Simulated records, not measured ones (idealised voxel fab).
process module | voxel trench capacitor
cross-section cut | 300 nm wide | cells 5 nm
A cross-section is a grid of square cells, given in bands from the top down. A band is one or more rows of cells.
Each band's line starts with the height of the band's top and of its bottom, in nm. Then come its materials from left to right, each with its width in nm. One material with "throughout" fills the band from edge to edge. "air" is empty space.
Height 0 is the level under which the wafer as received is all one material. The lowest band goes on downwards, as in "0 down".
A width such as "30 to 40" changes by the same amount from each row of cells to the next, from the band's top row to its bottom row.
"no change" after a step means that no cell of the cross-section changed.
closed voids: empty space of 8 cells or more with no open way to the top, each as width x height at its distance from the left edge, in nm
after a step's settings: what the simulator itself notes on the step
overlay nm, on a step with a mask: how far to the right of its planned place the mask lay; to the left if negative
plan
1 op RECEIVE | material Si
2 op CONFORMAL_DEP | material SiN | thk nm 5
3 op DIRECTIONAL_DEP | material aC | thk nm 10
4 op PATTERN | tone open | mask id TRENCH | material resist | width nm 15 | pitch nm 35 | thk nm 25 | overlay nm 0
5 op DIRECTIONAL_ETCH | etch materials aC | depth nm 10
6 op STRIP | etch materials resist
7 op DIRECTIONAL_ETCH | etch materials SiN | depth nm 5
8 op DIRECTIONAL_ETCH | etch materials Si | depth nm 40
9 op STRIP | etch materials aC
10 op CONFORMAL_DEP | material SiO2 | thk nm 5
11 op FILL_DEP | material polySi | thk nm 5
12 op CMP | height nm 5
first wafer, as planned
as received, after step 1
  0 down: Si throughout
  closed voids: none
after step 2
  5 to 0: SiN throughout
  below 0: unchanged
after step 3
  15 to 5: aC throughout
  below 5: unchanged
after step 4
  40 to 15: resist 90 | air 15 | resist 20 | air 15 | resist 20 | air 15 | resist 20 | air 15 | resist 90
  below 15: unchanged
after step 5
  30 to 15: resist 90 | air 15 | resist 20 | air 15 | resist 20 | air 15 | resist 20 | air 15 | resist 90
  15 to 5: aC 90 | air 15 | aC 20 | air 15 | aC 20 | air 15 | aC 20 | air 15 | aC 90
  below 5: unchanged
after step 6
  15 to 5: aC 90 | air 15 | aC 20 | air 15 | aC 20 | air 15 | aC 20 | air 15 | aC 90
  below 5: unchanged
after step 7
  15 to 5: aC 90 | air 15 | aC 20 | air 15 | aC 20 | air 15 | aC 20 | air 15 | aC 90
  5 to 0: SiN 90 | air 15 | SiN 20 | air 15 | SiN 20 | air 15 | SiN 20 | air 15 | SiN 90
  below 0: unchanged
after step 8
  15 to 5: aC 90 | air 15 | aC 20 | air 15 | aC 20 | air 15 | aC 20 | air 15 | aC 90
  5 to 0: SiN 90 | air 15 | SiN 20 | air 15 | SiN 20 | air 15 | SiN 20 | air 15 | SiN 90
  0 to -40: Si 90 | air 15 | Si 20 | air 15 | Si 20 | air 15 | Si 20 | air 15 | Si 90
  below -40: unchanged
after step 9
  5 to 0: SiN 90 | air 15 | SiN 20 | air 15 | SiN 20 | air 15 | SiN 20 | air 15 | SiN 90
  below 0: unchanged
after step 10
  10 to 5: SiO2 95 | air 5 | SiO2 30 | air 5 | SiO2 30 | air 5 | SiO2 30 | air 5 | SiO2 95
  5 to 0: SiN 90 | SiO2 5 | air 5 | SiO2 5 | SiN 20 | SiO2 5 | air 5 | SiO2 5 | SiN 20 | SiO2 5 | air 5 | SiO2 5 | SiN 20 | SiO2 5 | air 5 | SiO2 5 | SiN 90
  0 to -35: Si 90 | SiO2 5 | air 5 | SiO2 5 | Si 20 | SiO2 5 | air 5 | SiO2 5 | Si 20 | SiO2 5 | air 5 | SiO2 5 | Si 20 | SiO2 5 | air 5 | SiO2 5 | Si 90
  -35 to -40: Si 90 | SiO2 15 | Si 20 | SiO2 15 | Si 20 | SiO2 15 | Si 20 | SiO2 15 | Si 90
  below -40: unchanged
after step 11
  15 to 10: polySi throughout
  10 to 5: SiO2 95 | polySi 5 | SiO2 30 | polySi 5 | SiO2 30 | polySi 5 | SiO2 30 | polySi 5 | SiO2 95
  5 to 0: SiN 90 | SiO2 5 | polySi 5 | SiO2 5 | SiN 20 | SiO2 5 | polySi 5 | SiO2 5 | SiN 20 | SiO2 5 | polySi 5 | SiO2 5 | SiN 20 | SiO2 5 | polySi 5 | SiO2 5 | SiN 90
  0 to -35: Si 90 | SiO2 5 | polySi 5 | SiO2 5 | Si 20 | SiO2 5 | polySi 5 | SiO2 5 | Si 20 | SiO2 5 | polySi 5 | SiO2 5 | Si 20 | SiO2 5 | polySi 5 | SiO2 5 | Si 90
  below -35: unchanged
after step 12
  5 to 0: SiN 90 | SiO2 5 | polySi 5 | SiO2 5 | SiN 20 | SiO2 5 | polySi 5 | SiO2 5 | SiN 20 | SiO2 5 | polySi 5 | SiO2 5 | SiN 20 | SiO2 5 | polySi 5 | SiO2 5 | SiN 90
  below 0: unchanged
second wafer: like start, like plan, one mistake. Through step 8 it matches the first wafer
when step 9 should have ended: no change
when step 10 should have ended
  20 to 15: SiO2 95 | air 5 | SiO2 30 | air 5 | SiO2 30 | air 5 | SiO2 30 | air 5 | SiO2 95
  15 to 5: aC 90 | SiO2 5 | air 5 | SiO2 5 | aC 20 | SiO2 5 | air 5 | SiO2 5 | aC 20 | SiO2 5 | air 5 | SiO2 5 | aC 20 | SiO2 5 | air 5 | SiO2 5 | aC 90
  5 to 0: SiN 90 | SiO2 5 | air 5 | SiO2 5 | SiN 20 | SiO2 5 | air 5 | SiO2 5 | SiN 20 | SiO2 5 | air 5 | SiO2 5 | SiN 20 | SiO2 5 | air 5 | SiO2 5 | SiN 90
  0 to -35: Si 90 | SiO2 5 | air 5 | SiO2 5 | Si 20 | SiO2 5 | air 5 | SiO2 5 | Si 20 | SiO2 5 | air 5 | SiO2 5 | Si 20 | SiO2 5 | air 5 | SiO2 5 | Si 90
  -35 to -40: Si 90 | SiO2 15 | Si 20 | SiO2 15 | Si 20 | SiO2 15 | Si 20 | SiO2 15 | Si 90
  below -40: unchanged
when step 11 should have ended
  25 to 20: polySi throughout
  20 to 15: SiO2 95 | polySi 5 | SiO2 30 | polySi 5 | SiO2 30 | polySi 5 | SiO2 30 | polySi 5 | SiO2 95
  15 to 5: aC 90 | SiO2 5 | polySi 5 | SiO2 5 | aC 20 | SiO2 5 | polySi 5 | SiO2 5 | aC 20 | SiO2 5 | polySi 5 | SiO2 5 | aC 20 | SiO2 5 | polySi 5 | SiO2 5 | aC 90
  5 to 0: SiN 90 | SiO2 5 | polySi 5 | SiO2 5 | SiN 20 | SiO2 5 | polySi 5 | SiO2 5 | SiN 20 | SiO2 5 | polySi 5 | SiO2 5 | SiN 20 | SiO2 5 | polySi 5 | SiO2 5 | SiN 90
  0 to -35: Si 90 | SiO2 5 | polySi 5 | SiO2 5 | Si 20 | SiO2 5 | polySi 5 | SiO2 5 | Si 20 | SiO2 5 | polySi 5 | SiO2 5 | Si 20 | SiO2 5 | polySi 5 | SiO2 5 | Si 90
  below -35: unchanged
when step 12 should have ended
  5 to 0: SiN 90 | SiO2 5 | polySi 5 | SiO2 5 | SiN 20 | SiO2 5 | polySi 5 | SiO2 5 | SiN 20 | SiO2 5 | polySi 5 | SiO2 5 | SiN 20 | SiO2 5 | polySi 5 | SiO2 5 | SiN 90
  below 0: unchanged
what went wrong: step 9 was left out
at the end the two cross-sections are the same: no effect in what this model computes
